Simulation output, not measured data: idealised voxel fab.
process module | voxel self aligned contacts
In the cross-section labelled cut, the width is 200 nm and each square cell is 5 nm.
The cross-sections in this document take the form of a grid made of square cells. They are written out as bands, in order from top to bottom. Each band consists of one or more rows of cells. In this notation a band is specified by the heights of its top and bottom, in that order and in nm, after which its materials appear from left to right, each paired with its width in nm. The word "all across" attached to a single material means that material fills the band from edge to edge; the word "empty" stands for empty space. Heights are expressed relative to 0, this being the level below which the as-received wafer comprises one material exclusively. The lowest band is unbounded in the downward direction and is denoted as in "top 0, no bottom". A width given as "30->40" starts at the first number in the band's top row and ends at the second number in its bottom row, shifting by an equal amount at every step from row to row. What does "remained the same" mean for a step? It means no cell of the cross-section changed in that step. The list in "Tabulated closed voids" covers empty spaces of 8 cells or more that cannot reach the top through any open way, and it gives each as width x height at distance; the distance is from the left edge, and width, height and distance are in nm. Heads up: the bit after the settings on a step's line is the simulator's remark on that step. overlay nm: step with mask; distance mask lay right of planned place; negative value = left of planned place.
### The planned process steps are enumerated hereunder
1) RECEIVE (material Si)
2) CONFORMAL_DEP (material SiO2; thk nm 5)
3) DIRECTIONAL_DEP (material polySi; thk nm 30)
4) DIRECTIONAL_DEP (material SiN; thk nm 20)
5) DIRECTIONAL_DEP (material aC; thk nm 15)
6) PATTERN (tone cover; mask id GATE; material resist; width nm 25; pitch nm 60; thk nm 30; overlay nm 0)
7) DIRECTIONAL_ETCH (etch materials aC; depth nm 15)
8) STRIP (etch materials resist)
9) DIRECTIONAL_ETCH (etch materials SiN; depth nm 20)
10) DIRECTIONAL_ETCH (etch materials polySi; depth nm 30)
11) STRIP (etch materials aC)
12) CONFORMAL_DEP (material SiN; thk nm 10)
13) DIRECTIONAL_ETCH (etch materials SiN; depth nm 10)
14) FILL_DEP (material SiO2; thk nm 15)
15) CMP (height nm 60)
16) MASKED_ETCH (tone open; mask id CONTACT; width nm 45; etch materials SiO2; depth nm 60; overlay nm 0)
17) CONFORMAL_DEP (material TiN; thk nm 5)
18) FILL_DEP (material Ru; thk nm 5)
19) CMP (height nm 60)
20) CONFORMAL_DEP (material SiN; thk nm 5)
### What follows covers the first of two wafers; it ran as planned
### as received, after step 1
* top 0, no bottom  Si all across
* Tabulated closed voids: none
### Take a look at the wafer's cross-section after step 2
* top 5, bottom 0  SiO2 all across
* Heights below 0 show no change.
### Take a look at the wafer's cross-section after step 3
* top 35, bottom 5  polySi all across
* Heights below 5 show no change.
### Take a look at the wafer's cross-section after step 4
* top 55, bottom 35  SiN all across
* Heights below 35 show no change.
### Take a look at the wafer's cross-section after step 5
* top 70, bottom 55  aC all across
* Heights below 55 show no change.
### Take a look at the wafer's cross-section after step 6
* top 100, bottom 70  empty: 55 / resist: 25 / empty: 35 / resist: 25 / empty: 60
* Heights below 70 show no change.
### Take a look at the wafer's cross-section after step 7
* top 85, bottom 70  empty: 55 / resist: 25 / empty: 35 / resist: 25 / empty: 60
* top 70, bottom 55  empty: 55 / aC: 25 / empty: 35 / aC: 25 / empty: 60
* Heights below 55 show no change.
### Take a look at the wafer's cross-section after step 8
* top 70, bottom 55  empty: 55 / aC: 25 / empty: 35 / aC: 25 / empty: 60
* Heights below 55 show no change.
### Take a look at the wafer's cross-section after step 9
* top 70, bottom 55  empty: 55 / aC: 25 / empty: 35 / aC: 25 / empty: 60
* top 55, bottom 35  empty: 55 / SiN: 25 / empty: 35 / SiN: 25 / empty: 60
* Heights below 35 show no change.
### Take a look at the wafer's cross-section after step 10
* top 70, bottom 55  empty: 55 / aC: 25 / empty: 35 / aC: 25 / empty: 60
* top 55, bottom 35  empty: 55 / SiN: 25 / empty: 35 / SiN: 25 / empty: 60
* top 35, bottom 5  empty: 55 / polySi: 25 / empty: 35 / polySi: 25 / empty: 60
* Heights below 5 show no change.
### Take a look at the wafer's cross-section after step 11
* top 55, bottom 35  empty: 55 / SiN: 25 / empty: 35 / SiN: 25 / empty: 60
* Heights below 35 show no change.
### Take a look at the wafer's cross-section after step 12
* top 65, bottom 35  empty: 45 / SiN: 45 / empty: 15 / SiN: 45 / empty: 50
* top 35, bottom 15  empty: 45 / SiN: 10 / polySi: 25 / SiN: 10 / empty: 15 / SiN: 10 / polySi: 25 / SiN: 10 / empty: 50
* top 15, bottom 5  SiN: 55 / polySi: 25 / SiN: 35 / polySi: 25 / SiN: 60
* Heights below 5 show no change.
### Take a look at the wafer's cross-section after step 13
* top 55, bottom 35  empty: 45 / SiN: 45 / empty: 15 / SiN: 45 / empty: 50
* top 35, bottom 5  empty: 45 / SiN: 10 / polySi: 25 / SiN: 10 / empty: 15 / SiN: 10 / polySi: 25 / SiN: 10 / empty: 50
* Heights below 5 show no change.
### Take a look at the wafer's cross-section after step 14
* top 70, bottom 55  SiO2 all across
* top 55, bottom 35  SiO2: 45 / SiN: 45 / SiO2: 15 / SiN: 45 / SiO2: 50
* top 35, bottom 5  SiO2: 45 / SiN: 10 / polySi: 25 / SiN: 10 / SiO2: 15 / SiN: 10 / polySi: 25 / SiN: 10 / SiO2: 50
* Heights below 5 show no change.
### Take a look at the wafer's cross-section after step 15
* top 60, bottom 55  SiO2 all across
* Heights below 55 show no change.
### Take a look at the wafer's cross-section after step 16
* top 60, bottom 55  SiO2: 75 / empty: 45 / SiO2: 80
* top 55, bottom 35  SiO2: 45 / SiN: 45 / empty: 15 / SiN: 45 / SiO2: 50
* top 35, bottom 5  SiO2: 45 / SiN: 10 / polySi: 25 / SiN: 10 / empty: 15 / SiN: 10 / polySi: 25 / SiN: 10 / SiO2: 50
* top 5, bottom 0  SiO2: 90 / empty: 15 / SiO2: 95
* Heights below 0 show no change.
### Take a look at the wafer's cross-section after step 17
* top 65, bottom 60  TiN: 80 / empty: 35 / TiN: 85
* top 60, bottom 55  SiO2: 75 / TiN: 20 / empty: 5 / TiN: 20 / SiO2: 80
* top 55, bottom 35  SiO2: 45 / SiN: 45 / TiN: 5 / empty: 5 / TiN: 5 / SiN: 45 / SiO2: 50
* top 35, bottom 5  SiO2: 45 / SiN: 10 / polySi: 25 / SiN: 10 / TiN: 5 / empty: 5 / TiN: 5 / SiN: 10 / polySi: 25 / SiN: 10 / SiO2: 50
* top 5, bottom 0  SiO2: 90 / TiN: 15 / SiO2: 95
* Heights below 0 show no change.
### Take a look at the wafer's cross-section after step 18
* top 70, bottom 65  Ru all across
* top 65, bottom 60  TiN: 80 / Ru: 35 / TiN: 85
* top 60, bottom 55  SiO2: 75 / TiN: 20 / Ru: 5 / TiN: 20 / SiO2: 80
* top 55, bottom 35  SiO2: 45 / SiN: 45 / TiN: 5 / Ru: 5 / TiN: 5 / SiN: 45 / SiO2: 50
* top 35, bottom 5  SiO2: 45 / SiN: 10 / polySi: 25 / SiN: 10 / TiN: 5 / Ru: 5 / TiN: 5 / SiN: 10 / polySi: 25 / SiN: 10 / SiO2: 50
* Heights below 5 show no change.
### Take a look at the wafer's cross-section after step 19
* top 60, bottom 55  SiO2: 75 / TiN: 20 / Ru: 5 / TiN: 20 / SiO2: 80
* Heights below 55 show no change.
### Take a look at the wafer's cross-section after step 20
* top 65, bottom 60  SiN all across
* Heights below 60 show no change.
### Wafer two: like wafer one in start and plan, but with one mistake in execution; identical up to and including step 3
### Second wafer, cut view, end of step 4 per plan
* top 65, bottom 35  SiN all across
* Heights below 35 show no change.
### Second wafer, cut view, end of step 5 per plan
* top 80, bottom 65  aC all across
* Heights below 65 show no change.
### Second wafer, cut view, end of step 6 per plan
* top 110, bottom 80  empty: 55 / resist: 25 / empty: 35 / resist: 25 / empty: 60
* Heights below 80 show no change.
### Second wafer, cut view, end of step 7 per plan
* top 95, bottom 80  empty: 55 / resist: 25 / empty: 35 / resist: 25 / empty: 60
* top 80, bottom 65  empty: 55 / aC: 25 / empty: 35 / aC: 25 / empty: 60
* Heights below 65 show no change.
### Second wafer, cut view, end of step 8 per plan
* top 80, bottom 65  empty: 55 / aC: 25 / empty: 35 / aC: 25 / empty: 60
* Heights below 65 show no change.
### Second wafer, cut view, end of step 9 per plan
* top 80, bottom 65  empty: 55 / aC: 25 / empty: 35 / aC: 25 / empty: 60
* top 65, bottom 45  empty: 55 / SiN: 25 / empty: 35 / SiN: 25 / empty: 60
* Heights below 45 show no change.
Second wafer, cut view, end of step 10 per plan: remained the same
### Second wafer, cut view, end of step 11 per plan
* top 65, bottom 45  empty: 55 / SiN: 25 / empty: 35 / SiN: 25 / empty: 60
* Heights below 45 show no change.
### Second wafer, cut view, end of step 12 per plan
* top 75, bottom 55  empty: 45 / SiN: 45 / empty: 15 / SiN: 45 / empty: 50
* top 55, bottom 35  SiN all across
* Heights below 35 show no change.
### Second wafer, cut view, end of step 13 per plan
* top 65, bottom 45  empty: 45 / SiN: 45 / empty: 15 / SiN: 45 / empty: 50
* Heights below 45 show no change.
### Second wafer, cut view, end of step 14 per plan
* top 80, bottom 65  SiO2 all across
* top 65, bottom 45  SiO2: 45 / SiN: 45 / SiO2: 15 / SiN: 45 / SiO2: 50
* Heights below 45 show no change.
### Second wafer, cut view, end of step 15 per plan
* top 60, bottom 45  SiO2: 45 / SiN: 45 / SiO2: 15 / SiN: 45 / SiO2: 50
* Heights below 45 show no change.
### Second wafer, cut view, end of step 16 per plan
* top 60, bottom 45  SiO2: 45 / SiN: 45 / empty: 15 / SiN: 45 / SiO2: 50
* Heights below 45 show no change.
### Second wafer, cut view, end of step 17 per plan
* top 65, bottom 60  TiN: 95 / empty: 5 / TiN: 100
* top 60, bottom 50  SiO2: 45 / SiN: 45 / TiN: 5 / empty: 5 / TiN: 5 / SiN: 45 / SiO2: 50
* top 50, bottom 45  SiO2: 45 / SiN: 45 / TiN: 15 / SiN: 45 / SiO2: 50
* Heights below 45 show no change.
### Second wafer, cut view, end of step 18 per plan
* top 70, bottom 65  Ru all across
* top 65, bottom 60  TiN: 95 / Ru: 5 / TiN: 100
* top 60, bottom 50  SiO2: 45 / SiN: 45 / TiN: 5 / Ru: 5 / TiN: 5 / SiN: 45 / SiO2: 50
* Heights below 50 show no change.
### Second wafer, cut view, end of step 19 per plan
* top 60, bottom 50  SiO2: 45 / SiN: 45 / TiN: 5 / Ru: 5 / TiN: 5 / SiN: 45 / SiO2: 50
* Heights below 50 show no change.
### Second wafer, cut view, end of step 20 per plan
* top 65, bottom 60  SiN all across
* Heights below 60 show no change.
Deviation from plan: contrary to plan, step 4 was performed as DIRECTIONAL_DEP (material SiN; thk nm 30)
Final difference in cells, second wafer against first, listed per material as more or fewer: 9 fewer of Ru, 14 more of SiN, 161 fewer of SiO2, 24 fewer of TiN, 180 more of polySi
